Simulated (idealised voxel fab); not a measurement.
Process module, titled voxel transistor to metal
FYI the section here is cut, 155 nm wide, cells are 5 nm squares.
For the purposes of this document, a cross-section shall be understood as a grid of square cells, specified as bands listed in top-to-bottom order, each band consisting of one or more rows of cells.
First you get the band's top height and its bottom height, in nm, and then the materials it's made of, left to right, with each width in nm. If you see a single material with "edge to edge", that one covers the band edge to edge. "air" is empty space.
Beneath 0, the wafer as received is one material, and that level is where height counting begins. The lowest band goes on downward without a bottom; it is written like "0 and below".
The expression "30..40" gives the width at the extremes of the band, the first number at its top row of cells and the second at its bottom row, with the width changing by equal amounts from each row to the next in between.
"no modification" after a step means that no cell of the cross-section changed.
"Completely sealed voids": sealed empty spaces, 8 cells or more, no open way to top, listed width x height at distance, with distance from the left edge and width, height and distance in nm.
Heads up: the bit after the settings on a step's line is the simulator's remark on that step.
What "overlay nm" on a step's line means: if the step has a mask, that mask lay this far to the right of its planned place, or, when the value is negative, to the left.
Process steps foreseen in the plan:
1) op RECEIVE | material Si
2) op OXIDIZE | depth nm 5
3) op CONFORMAL_DEP | material SiN | thk nm 10
4) op PATTERN | tone cover | mask id ACTIVE | material resist | width nm 110 | thk nm 15 | overlay nm 0
5) op DIRECTIONAL_ETCH | etch materials SiN | depth nm 10
6) op DIRECTIONAL_ETCH | etch materials SiO2 | depth nm 5
7) op DIRECTIONAL_ETCH | etch materials Si | depth nm 20
8) op STRIP | etch materials resist
9) op OXIDIZE | depth nm 5
10) op FILL_DEP | material SiO2 | thk nm 5
11) op CMP | height nm 10
12) op SELECTIVE_ETCH | etch materials SiO2 | depth nm 5
13) op STRIP | etch materials SiN
14) op SELECTIVE_ETCH | etch materials SiO2 | depth nm 5
15) op OXIDIZE | depth nm 5
16) op DIRECTIONAL_DEP | material polySi | thk nm 25
17) op DIRECTIONAL_DEP | material SiCN | thk nm 15
18) op DIRECTIONAL_DEP | material aC | thk nm 10
19) op PATTERN | tone cover | mask id GATE | material resist | width nm 30 | thk nm 30 | overlay nm 0
20) op DIRECTIONAL_ETCH | etch materials aC | depth nm 10
21) op STRIP | etch materials resist
22) op DIRECTIONAL_ETCH | etch materials SiCN | depth nm 25
23) op DIRECTIONAL_ETCH | etch materials polySi | depth nm 35
24) op STRIP | etch materials aC
25) op CONFORMAL_DEP | material SiO2 | thk nm 5
26) op DIRECTIONAL_ETCH | etch materials SiO2 | depth nm 5
27) op CONFORMAL_DEP | material SiN | thk nm 5
28) op DIRECTIONAL_ETCH | etch materials SiN | depth nm 5
29) op DIRECTIONAL_ETCH | etch materials SiO2 | depth nm 5
30) op DIRECTIONAL_ETCH | etch materials Si | depth nm 5
31) op EPI | material pSi | thk nm 10
32) op FILL_DEP | material SiO2 | thk nm 5
33) op CMP | height nm 20
34) op STRIP | etch materials polySi
35) op SELECTIVE_ETCH | etch materials SiO2 | depth nm 5
36) op CONFORMAL_DEP | material HfO2 | thk nm 5
37) op CONFORMAL_DEP | material TiN | thk nm 5
38) op FILL_DEP | material W | thk nm 5
39) op CMP | height nm 15
40) op DIRECTIONAL_DEP | material SiO2 | thk nm 10
41) op PATTERN | tone open | mask id CONTACT | material resist | width nm 20 | pitch nm 80 | thk nm 20 | overlay nm 0
42) op DIRECTIONAL_ETCH | etch materials SiO2 | depth nm 30
43) op STRIP | etch materials resist
44) op CONFORMAL_DEP | material TiN | thk nm 5
45) op FILL_DEP | material W | thk nm 10
46) op CMP | height nm 25
47) op DIRECTIONAL_DEP | material TiN | thk nm 5
48) op DIRECTIONAL_DEP | material W | thk nm 25
49) op PATTERN | tone cover | mask id METAL_1 | material resist | width nm 20 | pitch nm 80 | thk nm 20 | overlay nm 0
50) op DIRECTIONAL_ETCH | etch materials W | depth nm 25
51) op DIRECTIONAL_ETCH | etch materials TiN | depth nm 5
52) op STRIP | etch materials resist
53) op CONFORMAL_DEP | material SiN | thk nm 5
54) op FILL_DEP | material SiO2 | thk nm 5
55) op CMP | height nm 55
56) op CONFORMAL_DEP | material SiCN | thk nm 5
57) op DIRECTIONAL_DEP | material SiO2 | thk nm 35
58) op DIRECTIONAL_DEP | material aC | thk nm 10
59) op PATTERN | tone open | mask id METAL_2 | material resist | width nm 20 | pitch nm 80 | thk nm 30 | overlay nm 0
60) op DIRECTIONAL_ETCH | etch materials aC | depth nm 10
61) op STRIP | etch materials resist
62) op DIRECTIONAL_ETCH | etch materials SiO2 | depth nm 20
63) op STRIP | etch materials aC
64) op DIRECTIONAL_DEP | material aC | thk nm 15
65) op PATTERN | tone open | mask id METAL_2_HOLES | material resist | width nm 15 | pitch nm 80 | thk nm 30 | overlay nm 0
66) op DIRECTIONAL_ETCH | etch materials aC | depth nm 15
67) op STRIP | etch materials resist
68) op DIRECTIONAL_ETCH | etch materials SiO2 | depth nm 15
69) op DIRECTIONAL_ETCH | etch materials SiCN | depth nm 5
70) op STRIP | etch materials aC
71) op CONFORMAL_DEP | material TiN | thk nm 5
72) op FILL_DEP | material Cu | thk nm 10
73) op CMP | height nm 95
74) op CONFORMAL_DEP | material SiCN | thk nm 5
First wafer out of two, processed as planned:
As received, after step 1:
    0 and below = Si edge to edge
    Completely sealed voids: none
Wafer xsec, post step 2:
    0 down to -5 = SiO2 edge to edge
    Lower than -5, everything is as it was.
Wafer xsec, post step 3:
    10 down to 0 = SiN edge to edge
    Lower than 0, everything is as it was.
Wafer xsec, post step 4:
    25 down to 10 = air 20  resist 110  air 25
    Lower than 10, everything is as it was.
Wafer xsec, post step 5:
    25 down to 10 = air 20  resist 110  air 25
    10 down to 0 = air 20  SiN 110  air 25
    Lower than 0, everything is as it was.
Wafer xsec, post step 6:
    25 down to 10 = air 20  resist 110  air 25
    10 down to 0 = air 20  SiN 110  air 25
    0 down to -5 = air 20  SiO2 110  air 25
    Lower than -5, everything is as it was.
Wafer xsec, post step 7:
    25 down to 10 = air 20  resist 110  air 25
    10 down to 0 = air 20  SiN 110  air 25
    0 down to -5 = air 20  SiO2 110  air 25
    -5 down to -25 = air 20  Si 110  air 25
    Lower than -25, everything is as it was.
Wafer xsec, post step 8:
    10 down to 0 = air 20  SiN 110  air 25
    Lower than 0, everything is as it was.
Wafer xsec, post step 9:
    10 down to 0 = air 20  SiN 110  air 25
    0 down to -5 = air 20  SiO2 110  air 25
    -5 down to -25 = air 20  SiO2 5  Si 100  SiO2 5  air 25
    -25 down to -30 = SiO2 25  Si 100  SiO2 30
    Lower than -30, everything is as it was.
Wafer xsec, post step 10:
    15 down to 10 = SiO2 edge to edge
    10 down to 0 = SiO2 20  SiN 110  SiO2 25
    0 down to -5 = SiO2 edge to edge
    -5 down to -30 = SiO2 25  Si 100  SiO2 30
    Lower than -30, everything is as it was.
Wafer xsec, post step 11:
    10 down to 0 = SiO2 20  SiN 110  SiO2 25
    Lower than 0, everything is as it was.
Wafer xsec, post step 12:
    10 down to 5 = air 20  SiN 110  air 25
    Lower than 5, everything is as it was.
Wafer xsec, post step 13:
    5 down to 0 = SiO2 20  air 110  SiO2 25
    Lower than 0, everything is as it was.
Wafer xsec, post step 14:
    0 down to -5 = SiO2 15  air 120  SiO2 20
    Lower than -5, everything is as it was.
Wafer xsec, post step 15:
    0 down to -5 = SiO2 15  air 120  SiO2 20
    -5 down to -10 = SiO2 edge to edge
    Lower than -10, everything is as it was.
Wafer xsec, post step 16:
    25 down to 20 = polySi 15  air 120  polySi 20
    20 down to 0 = polySi edge to edge
    0 down to -5 = SiO2 15  polySi 120  SiO2 20
    Lower than -5, everything is as it was.
Wafer xsec, post step 17:
    40 down to 35 = SiCN 15  air 120  SiCN 20
    35 down to 25 = SiCN edge to edge
    25 down to 20 = polySi 15  SiCN 120  polySi 20
    Lower than 20, everything is as it was.
Wafer xsec, post step 18:
    50 down to 45 = aC 15  air 120  aC 20
    45 down to 40 = aC edge to edge
    40 down to 35 = SiCN 15  aC 120  SiCN 20
    Lower than 35, everything is as it was.
Wafer xsec, post step 19:
    80 down to 50 = air 60  resist 30  air 65
    50 down to 45 = aC 15  air 45  resist 30  air 45  aC 20
    Lower than 45, everything is as it was.
Wafer xsec, post step 20:
    70 down to 45 = air 60  resist 30  air 65
    45 down to 40 = air 60  aC 30  air 65
    40 down to 35 = SiCN 15  air 45  aC 30  air 45  SiCN 20
    Lower than 35, everything is as it was.
Wafer xsec, post step 21:
    45 down to 40 = air 60  aC 30  air 65
    Lower than 40, everything is as it was.
Wafer xsec, post step 22:
    45 down to 35 = air 60  aC 30  air 65
    35 down to 25 = air 60  SiCN 30  air 65
    25 down to 20 = polySi 15  air 45  SiCN 30  air 45  polySi 20
    Lower than 20, everything is as it was.
Wafer xsec, post step 23:
    45 down to 35 = air 60  aC 30  air 65
    35 down to 20 = air 60  SiCN 30  air 65
    20 down to 0 = air 60  polySi 30  air 65
    0 down to -5 = SiO2 15  air 45  polySi 30  air 45  SiO2 20
    Lower than -5, everything is as it was.
Wafer xsec, post step 24:
    35 down to 20 = air 60  SiCN 30  air 65
    Lower than 20, everything is as it was.
Wafer xsec, post step 25:
    40 down to 35 = air 55  SiO2 40  air 60
    35 down to 20 = air 55  SiO2 5  SiCN 30  SiO2 5  air 60
    20 down to 5 = air 55  SiO2 5  polySi 30  SiO2 5  air 60
    5 down to 0 = SiO2 20  air 35  SiO2 5  polySi 30  SiO2 5  air 35  SiO2 25
    0 down to -5 = SiO2 60  polySi 30  SiO2 65
    Lower than -5, everything is as it was.
Wafer xsec, post step 26:
    35 down to 20 = air 55  SiO2 5  SiCN 30  SiO2 5  air 60
    20 down to 0 = air 55  SiO2 5  polySi 30  SiO2 5  air 60
    0 down to -5 = SiO2 20  air 35  SiO2 5  polySi 30  SiO2 5  air 35  SiO2 25
    Lower than -5, everything is as it was.
Wafer xsec, post step 27:
    40 down to 35 = air 50  SiN 50  air 55
    35 down to 20 = air 50  SiN 5  SiO2 5  SiCN 30  SiO2 5  SiN 5  air 55
    20 down to 5 = air 50  SiN 5  SiO2 5  polySi 30  SiO2 5  SiN 5  air 55
    5 down to 0 = SiN 25  air 25  SiN 5  SiO2 5  polySi 30  SiO2 5  SiN 5  air 25  SiN 30
    0 down to -5 = SiO2 20  SiN 35  SiO2 5  polySi 30  SiO2 5  SiN 35  SiO2 25
    Lower than -5, everything is as it was.
Wafer xsec, post step 28:
    35 down to 20 = air 50  SiN 5  SiO2 5  SiCN 30  SiO2 5  SiN 5  air 55
    20 down to 0 = air 50  SiN 5  SiO2 5  polySi 30  SiO2 5  SiN 5  air 55
    0 down to -5 = SiO2 20  SiN 5  air 25  SiN 5  SiO2 5  polySi 30  SiO2 5  SiN 5  air 25  SiN 5  SiO2 25
    Lower than -5, everything is as it was.
Wafer xsec, post step 29:
    35 down to 30 = air 50  SiN 5  air 5  SiCN 30  air 5  SiN 5  air 55
    30 down to 20 = air 50  SiN 5  SiO2 5  SiCN 30  SiO2 5  SiN 5  air 55
    20 down to 0 = air 50  SiN 5  SiO2 5  polySi 30  SiO2 5  SiN 5  air 55
    0 down to -5 = air 20  SiN 5  air 25  SiN 5  SiO2 5  polySi 30  SiO2 5  SiN 5  air 25  SiN 5  air 25
    -5 down to -10 = SiO2 25  air 25  SiO2 50  air 25  SiO2 30
    Lower than -10, everything is as it was.
Wafer xsec, post step 30:
    35 down to 30 = air 50  SiN 5  air 5  SiCN 30  air 5  SiN 5  air 55
    30 down to 20 = air 50  SiN 5  SiO2 5  SiCN 30  SiO2 5  SiN 5  air 55
    20 down to 0 = air 50  SiN 5  SiO2 5  polySi 30  SiO2 5  SiN 5  air 55
    0 down to -5 = air 20  SiN 5  air 25  SiN 5  SiO2 5  polySi 30  SiO2 5  SiN 5  air 25  SiN 5  air 25
    -5 down to -10 = SiO2 25  air 25  SiO2 50  air 25  SiO2 30
    -10 down to -15 = SiO2 25  air 25  Si 50  air 25  SiO2 30
    Lower than -15, everything is as it was.
Wafer xsec, post step 31:
    35 down to 30 = air 50  SiN 5  air 5  SiCN 30  air 5  SiN 5  air 55
    30 down to 20 = air 50  SiN 5  SiO2 5  SiCN 30  SiO2 5  SiN 5  air 55
    20 down to 0 = air 50  SiN 5  SiO2 5  polySi 30  SiO2 5  SiN 5  air 55
    0 down to -5 = air 20  SiN 5  air 15  pSi 10  SiN 5  SiO2 5  polySi 30  SiO2 5  SiN 5  pSi 10  air 15  SiN 5  air 25
    -5 down to -10 = SiO2 25  pSi 25  SiO2 50  pSi 25  SiO2 30
    -10 down to -15 = SiO2 25  pSi 25  Si 50  pSi 25  SiO2 30
    Lower than -15, everything is as it was.
Wafer xsec, post step 32:
    40 down to 35 = SiO2 edge to edge
    35 down to 20 = SiO2 50  SiN 5  SiO2 5  SiCN 30  SiO2 5  SiN 5  SiO2 55
    20 down to 0 = SiO2 50  SiN 5  SiO2 5  polySi 30  SiO2 5  SiN 5  SiO2 55
    0 down to -5 = SiO2 20  SiN 5  SiO2 15  pSi 10  SiN 5  SiO2 5  polySi 30  SiO2 5  SiN 5  pSi 10  SiO2 15  SiN 5  SiO2 25
    Lower than -5, everything is as it was.
Wafer xsec, post step 33:
    20 down to 0 = SiO2 50  SiN 5  SiO2 5  polySi 30  SiO2 5  SiN 5  SiO2 55
    Lower than 0, everything is as it was.
Wafer xsec, post step 34:
    20 down to 0 = SiO2 50  SiN 5  SiO2 5  air 30  SiO2 5  SiN 5  SiO2 55
    0 down to -5 = SiO2 20  SiN 5  SiO2 15  pSi 10  SiN 5  SiO2 5  air 30  SiO2 5  SiN 5  pSi 10  SiO2 15  SiN 5  SiO2 25
    Lower than -5, everything is as it was.
Wafer xsec, post step 35:
    20 down to 15 = air 50  SiN 5  air 40  SiN 5  air 55
    15 down to 0 = SiO2 50  SiN 5  air 40  SiN 5  SiO2 55
    0 down to -5 = SiO2 20  SiN 5  SiO2 15  pSi 10  SiN 5  air 40  SiN 5  pSi 10  SiO2 15  SiN 5  SiO2 25
    -5 down to -10 = SiO2 25  pSi 25  SiO2 5  air 40  SiO2 5  pSi 25  SiO2 30
    Lower than -10, everything is as it was.
Wafer xsec, post step 36:
    25 down to 20 = air 45  HfO2 15  air 30  HfO2 15  air 50
    20 down to 15 = HfO2 50  SiN 5  HfO2 5  air 30  HfO2 5  SiN 5  HfO2 55
    15 down to 0 = SiO2 50  SiN 5  HfO2 5  air 30  HfO2 5  SiN 5  SiO2 55
    0 down to -5 = SiO2 20  SiN 5  SiO2 15  pSi 10  SiN 5  HfO2 5  air 30  HfO2 5  SiN 5  pSi 10  SiO2 15  SiN 5  SiO2 25
    -5 down to -10 = SiO2 25  pSi 25  SiO2 5  HfO2 40  SiO2 5  pSi 25  SiO2 30
    Lower than -10, everything is as it was.
Wafer xsec, post step 37:
    30 down to 25 = air 40  TiN 25  air 20  TiN 25  air 45
    25 down to 20 = TiN 45  HfO2 15  TiN 5  air 20  TiN 5  HfO2 15  TiN 50
    20 down to 15 = HfO2 50  SiN 5  HfO2 5  TiN 5  air 20  TiN 5  HfO2 5  SiN 5  HfO2 55
    15 down to 0 = SiO2 50  SiN 5  HfO2 5  TiN 5  air 20  TiN 5  HfO2 5  SiN 5  SiO2 55
    0 down to -5 = SiO2 20  SiN 5  SiO2 15  pSi 10  SiN 5  HfO2 5  TiN 30  HfO2 5  SiN 5  pSi 10  SiO2 15  SiN 5  SiO2 25
    Lower than -5, everything is as it was.
Wafer xsec, post step 38:
    35 down to 30 = W edge to edge
    30 down to 25 = W 40  TiN 25  W 20  TiN 25  W 45
    25 down to 20 = TiN 45  HfO2 15  TiN 5  W 20  TiN 5  HfO2 15  TiN 50
    20 down to 15 = HfO2 50  SiN 5  HfO2 5  TiN 5  W 20  TiN 5  HfO2 5  SiN 5  HfO2 55
    15 down to 0 = SiO2 50  SiN 5  HfO2 5  TiN 5  W 20  TiN 5  HfO2 5  SiN 5  SiO2 55
    Lower than 0, everything is as it was.
Wafer xsec, post step 39:
    15 down to 0 = SiO2 50  SiN 5  HfO2 5  TiN 5  W 20  TiN 5  HfO2 5  SiN 5  SiO2 55
    Lower than 0, everything is as it was.
Wafer xsec, post step 40:
    25 down to 15 = SiO2 edge to edge
    Lower than 15, everything is as it was.
Wafer xsec, post step 41:
    45 down to 25 = resist 25  air 20  resist 60  air 20  resist 30
    Lower than 25, everything is as it was.
Wafer xsec, post step 42:
    45 down to 25 = resist 25  air 20  resist 60  air 20  resist 30
    25 down to 15 = SiO2 25  air 20  SiO2 60  air 20  SiO2 30
    15 down to 0 = SiO2 25  air 20  SiO2 5  SiN 5  HfO2 5  TiN 5  W 20  TiN 5  HfO2 5  SiN 5  SiO2 5  air 20  SiO2 30
    0 down to -5 = SiO2 20  SiN 5  air 15  pSi 10  SiN 5  HfO2 5  TiN 30  HfO2 5  SiN 5  pSi 10  air 15  SiN 5  SiO2 25
    Lower than -5, everything is as it was.
Wafer xsec, post step 43:
    25 down to 15 = SiO2 25  air 20  SiO2 60  air 20  SiO2 30
    Lower than 15, everything is as it was.
Wafer xsec, post step 44:
    30 down to 25 = TiN 30  air 10  TiN 70  air 10  TiN 35
    25 down to 15 = SiO2 25  TiN 5  air 10  TiN 5  SiO2 60  TiN 5  air 10  TiN 5  SiO2 30
    15 down to 5 = SiO2 25  TiN 5  air 10  TiN 5  SiO2 5  SiN 5  HfO2 5  TiN 5  W 20  TiN 5  HfO2 5  SiN 5  SiO2 5  TiN 5  air 10  TiN 5  SiO2 30
    5 down to 0 = SiO2 25  TiN 5  air 5  TiN 10  SiO2 5  SiN 5  HfO2 5  TiN 5  W 20  TiN 5  HfO2 5  SiN 5  SiO2 5  TiN 10  air 5  TiN 5  SiO2 30
    0 down to -5 = SiO2 20  SiN 5  TiN 15  pSi 10  SiN 5  HfO2 5  TiN 30  HfO2 5  SiN 5  pSi 10  TiN 15  SiN 5  SiO2 25
    Lower than -5, everything is as it was.
Wafer xsec, post step 45:
    40 down to 30 = W edge to edge
    30 down to 25 = TiN 30  W 10  TiN 70  W 10  TiN 35
    25 down to 15 = SiO2 25  TiN 5  W 10  TiN 5  SiO2 60  TiN 5  W 10  TiN 5  SiO2 30
    15 down to 5 = SiO2 25  TiN 5  W 10  TiN 5  SiO2 5  SiN 5  HfO2 5  TiN 5  W 20  TiN 5  HfO2 5  SiN 5  SiO2 5  TiN 5  W 10  TiN 5  SiO2 30
    5 down to 0 = SiO2 25  TiN 5  W 5  TiN 10  SiO2 5  SiN 5  HfO2 5  TiN 5  W 20  TiN 5  HfO2 5  SiN 5  SiO2 5  TiN 10  W 5  TiN 5  SiO2 30
    Lower than 0, everything is as it was.
Wafer xsec, post step 46:
    25 down to 15 = SiO2 25  TiN 5  W 10  TiN 5  SiO2 60  TiN 5  W 10  TiN 5  SiO2 30
    Lower than 15, everything is as it was.
Wafer xsec, post step 47:
    30 down to 25 = TiN edge to edge
    Lower than 25, everything is as it was.
Wafer xsec, post step 48:
    55 down to 30 = W edge to edge
    Lower than 30, everything is as it was.
Wafer xsec, post step 49:
    75 down to 55 = air 25  resist 20  air 60  resist 20  air 30
    Lower than 55, everything is as it was.
Wafer xsec, post step 50:
    75 down to 55 = air 25  resist 20  air 60  resist 20  air 30
    55 down to 30 = air 25  W 20  air 60  W 20  air 30
    Lower than 30, everything is as it was.
Wafer xsec, post step 51:
    75 down to 55 = air 25  resist 20  air 60  resist 20  air 30
    55 down to 30 = air 25  W 20  air 60  W 20  air 30
    30 down to 25 = air 25  TiN 20  air 60  TiN 20  air 30
    Lower than 25, everything is as it was.
Wafer xsec, post step 52:
    55 down to 30 = air 25  W 20  air 60  W 20  air 30
    Lower than 30, everything is as it was.
Wafer xsec, post step 53:
    60 down to 55 = air 20  SiN 30  air 50  SiN 30  air 25
    55 down to 30 = air 20  SiN 5  W 20  SiN 5  air 50  SiN 5  W 20  SiN 5  air 25
    30 down to 25 = SiN 25  TiN 20  SiN 60  TiN 20  SiN 30
    Lower than 25, everything is as it was.
Wafer xsec, post step 54:
    65 down to 60 = SiO2 edge to edge
    60 down to 55 = SiO2 20  SiN 30  SiO2 50  SiN 30  SiO2 25
    55 down to 30 = SiO2 20  SiN 5  W 20  SiN 5  SiO2 50  SiN 5  W 20  SiN 5  SiO2 25
    Lower than 30, everything is as it was.
Wafer xsec, post step 55:
    55 down to 30 = SiO2 20  SiN 5  W 20  SiN 5  SiO2 50  SiN 5  W 20  SiN 5  SiO2 25
    Lower than 30, everything is as it was.
Wafer xsec, post step 56:
    60 down to 55 = SiCN edge to edge
    Lower than 55, everything is as it was.
Wafer xsec, post step 57:
    95 down to 60 = SiO2 edge to edge
    Lower than 60, everything is as it was.
Wafer xsec, post step 58:
    105 down to 95 = aC edge to edge
    Lower than 95, everything is as it was.
Wafer xsec, post step 59:
    135 down to 105 = resist 25  air 20  resist 60  air 20  resist 30
    Lower than 105, everything is as it was.
Wafer xsec, post step 60:
    125 down to 105 = resist 25  air 20  resist 60  air 20  resist 30
    105 down to 95 = aC 25  air 20  aC 60  air 20  aC 30
    Lower than 95, everything is as it was.
Wafer xsec, post step 61:
    105 down to 95 = aC 25  air 20  aC 60  air 20  aC 30
    Lower than 95, everything is as it was.
Wafer xsec, post step 62:
    105 down to 95 = aC 25  air 20  aC 60  air 20  aC 30
    95 down to 75 = SiO2 25  air 20  SiO2 60  air 20  SiO2 30
    Lower than 75, everything is as it was.
Wafer xsec, post step 63:
    95 down to 75 = SiO2 25  air 20  SiO2 60  air 20  SiO2 30
    Lower than 75, everything is as it was.
Wafer xsec, post step 64:
    110 down to 95 = aC 25  air 20  aC 60  air 20  aC 30
    95 down to 90 = SiO2 25  air 20  SiO2 60  air 20  SiO2 30
    90 down to 75 = SiO2 25  aC 20  SiO2 60  aC 20  SiO2 30
    Lower than 75, everything is as it was.
Wafer xsec, post step 65:
    140 down to 110 = resist 25  air 15  resist 65  air 15  resist 35
    110 down to 95 = aC 25  air 15  resist 5  aC 60  air 15  resist 5  aC 30
    95 down to 90 = SiO2 25  air 15  resist 5  SiO2 60  air 15  resist 5  SiO2 30
    Lower than 90, everything is as it was.
Wafer xsec, post step 66:
    125 down to 110 = resist 25  air 15  resist 65  air 15  resist 35
    110 down to 95 = aC 25  air 15  resist 5  aC 60  air 15  resist 5  aC 30
    95 down to 90 = SiO2 25  air 15  resist 5  SiO2 60  air 15  resist 5  SiO2 30
    90 down to 75 = SiO2 25  air 15  aC 5  SiO2 60  air 15  aC 5  SiO2 30
    Lower than 75, everything is as it was.
Wafer xsec, post step 67:
    110 down to 95 = aC 25  air 20  aC 60  air 20  aC 30
    95 down to 90 = SiO2 25  air 20  SiO2 60  air 20  SiO2 30
    Lower than 90, everything is as it was.
Wafer xsec, post step 68:
    110 down to 95 = aC 25  air 20  aC 60  air 20  aC 30
    95 down to 90 = SiO2 25  air 20  SiO2 60  air 20  SiO2 30
    90 down to 75 = SiO2 25  air 15  aC 5  SiO2 60  air 15  aC 5  SiO2 30
    75 down to 60 = SiO2 25  air 15  SiO2 65  air 15  SiO2 35
    Lower than 60, everything is as it was.
Wafer xsec, post step 69:
    110 down to 95 = aC 25  air 20  aC 60  air 20  aC 30
    95 down to 90 = SiO2 25  air 20  SiO2 60  air 20  SiO2 30
    90 down to 75 = SiO2 25  air 15  aC 5  SiO2 60  air 15  aC 5  SiO2 30
    75 down to 60 = SiO2 25  air 15  SiO2 65  air 15  SiO2 35
    60 down to 55 = SiCN 25  air 15  SiCN 65  air 15  SiCN 35
    Lower than 55, everything is as it was.
Wafer xsec, post step 70:
    95 down to 75 = SiO2 25  air 20  SiO2 60  air 20  SiO2 30
    Lower than 75, everything is as it was.
Wafer xsec, post step 71:
    100 down to 95 = TiN 30  air 10  TiN 70  air 10  TiN 35
    95 down to 80 = SiO2 25  TiN 5  air 10  TiN 5  SiO2 60  TiN 5  air 10  TiN 5  SiO2 30
    80 down to 75 = SiO2 25  TiN 5  air 5  TiN 10  SiO2 60  TiN 5  air 5  TiN 10  SiO2 30
    75 down to 60 = SiO2 25  TiN 5  air 5  TiN 5  SiO2 65  TiN 5  air 5  TiN 5  SiO2 35
    60 down to 55 = SiCN 25  TiN 15  SiCN 65  TiN 15  SiCN 35
    Lower than 55, everything is as it was.
Wafer xsec, post step 72:
    110 down to 100 = Cu edge to edge
    100 down to 95 = TiN 30  Cu 10  TiN 70  Cu 10  TiN 35
    95 down to 80 = SiO2 25  TiN 5  Cu 10  TiN 5  SiO2 60  TiN 5  Cu 10  TiN 5  SiO2 30
    80 down to 75 = SiO2 25  TiN 5  Cu 5  TiN 10  SiO2 60  TiN 5  Cu 5  TiN 10  SiO2 30
    75 down to 60 = SiO2 25  TiN 5  Cu 5  TiN 5  SiO2 65  TiN 5  Cu 5  TiN 5  SiO2 35
    Lower than 60, everything is as it was.
Wafer xsec, post step 73:
    95 down to 80 = SiO2 25  TiN 5  Cu 10  TiN 5  SiO2 60  TiN 5  Cu 10  TiN 5  SiO2 30
    Lower than 80, everything is as it was.
Wafer xsec, post step 74:
    100 down to 95 = SiCN edge to edge
    Lower than 95, everything is as it was.
Second wafer: like start, like plan, one mistake. Through step 72 it matches the first wafer:
At the planned end of step 73, the second wafer in cross-section: no modification
At the planned end of step 74, the second wafer in cross-section:
    115 down to 110 = SiCN edge to edge
    Lower than 110, everything is as it was.
Error vs. plan: skipped: plan step 73 (never run)
At the finish, the second wafer shows more or fewer cells for some materials than the first does: Cu +66; TiN +27
